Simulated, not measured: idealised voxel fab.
This is a process module. Its name is voxel self aligned contacts.
Each square cell in cross-section cut measures 5 nm, and the section as a whole is 145 nm wide.
In what follows, cross-sections appear as grids of square cells, described through bands that run from the top down, where every band is one or more rows of cells. For a band, the entry starts with two heights in nm, that of the top and then that of the bottom, and carries on with the band's materials in order from left to right, each alongside its width in nm; the word "edge to edge" beside a single material means it fills the band edge to edge, and "air" means empty space. Beneath 0, the wafer as received is one material, and that level is where height counting begins. The lowest band goes on downward without a bottom; it is written like "0 and below". It should be noted that a width expressed as "30->40" varies in equal increments from row to row of cells within the band, taking the value of the first number at the top row and that of the second number at the bottom row. No cell of the cross-section changed in a step that is given as "identical to before". Any empty space of 8 cells or more lacking an open way to the top shows up in "Sealed void list" as width x height at distance, distance from the left edge, in nm. On each step's line, the part that comes after the settings is the simulator's own comment on the step. "overlay nm", when on a step's line for a step with a mask, measures how far to the right of its planned place the mask lay; a negative measure means to the left.
## Intended process steps
1: RECEIVE [material Si]
2: OXIDIZE [depth nm 5]
3: DIRECTIONAL_DEP [material polySi] [thk nm 20]
4: DIRECTIONAL_DEP [material SiN] [thk nm 25]
5: DIRECTIONAL_DEP [material aC] [thk nm 10]
6: PATTERN [tone cover] [mask id GATE] [material resist] [width nm 35] [pitch nm 75] [thk nm 25] [overlay nm 0]
7: DIRECTIONAL_ETCH [etch materials aC] [depth nm 10]
8: STRIP [etch materials resist]
9: DIRECTIONAL_ETCH [etch materials SiN] [depth nm 25]
10: DIRECTIONAL_ETCH [etch materials polySi] [depth nm 20]
11: STRIP [etch materials aC]
12: CONFORMAL_DEP [material SiN] [thk nm 10]
13: DIRECTIONAL_ETCH [etch materials SiN] [depth nm 10]
14: FILL_DEP [material SiO2] [thk nm 15]
15: CMP [height nm 55]
16: MASKED_ETCH [tone open] [mask id CONTACT] [width nm 50] [etch materials SiO2] [depth nm 60] [overlay nm 0]
17: CONFORMAL_DEP [material TiN] [thk nm 5]
18: FILL_DEP [material Ru] [thk nm 5]
19: CMP [height nm 55]
20: CONFORMAL_DEP [material SiCN] [thk nm 5]
## Cross-section of the incoming wafer, state after step 1
	0 and below | Si edge to edge
	Sealed void list: none
## Module complete - cross-section of the first of two wafers, run according to plan
	60 down to 55 | SiCN edge to edge
	55 down to 45 | SiO2 (45); TiN (5->20); Ru (40->10); TiN (5->20); SiO2 (50)
	45 down to 20 | SiO2 (5); SiN (55); TiN (5); Ru (10); TiN (5); SiN (55); SiO2 (10)
	20 down to 0 | SiO2 (5); SiN (10); polySi (35); SiN (10); TiN (5); Ru (10); TiN (5); SiN (10); polySi (35); SiN (10); SiO2 (10)
	0 down to -5 | SiO2 (60); TiN (20); SiO2 (65)
	-5 and below | Si edge to edge
	Sealed void list: none
## Second of two wafers, module complete, sectioned: it shares the first wafer's start and plan but was run with one mistake
	60 down to 55 | SiCN edge to edge
	55 down to 50 | SiO2 (45); TiN (5); Ru (40); TiN (5); SiO2 (50)
	50 down to 45 | SiO2 (45); TiN (50); SiO2 (50)
	45 down to 20 | SiN (25); SiO2 (15); SiN (60); SiO2 (15); SiN (30)
	20 down to 0 | polySi (15); SiN (10); SiO2 (15); SiN (10); polySi (40); SiN (10); SiO2 (15); SiN (10); polySi (20)
	0 down to -5 | SiO2 edge to edge
	-5 and below | Si edge to edge
	Sealed void list: none
Heads up, the wafer didn't run the way we planned it: the process deviated at step 6: the operation and settings actually run there were PATTERN [tone open] [mask id GATE] [material resist] [width nm 35] [pitch nm 75] [thk nm 25] [overlay nm 0]
The closing comparison, in cells, has the second wafer with more or fewer of some materials than the first: 20 fewer of Ru | 5 more of SiN | 31 more of SiO2 | 20 fewer of TiN | 4 more of polySi
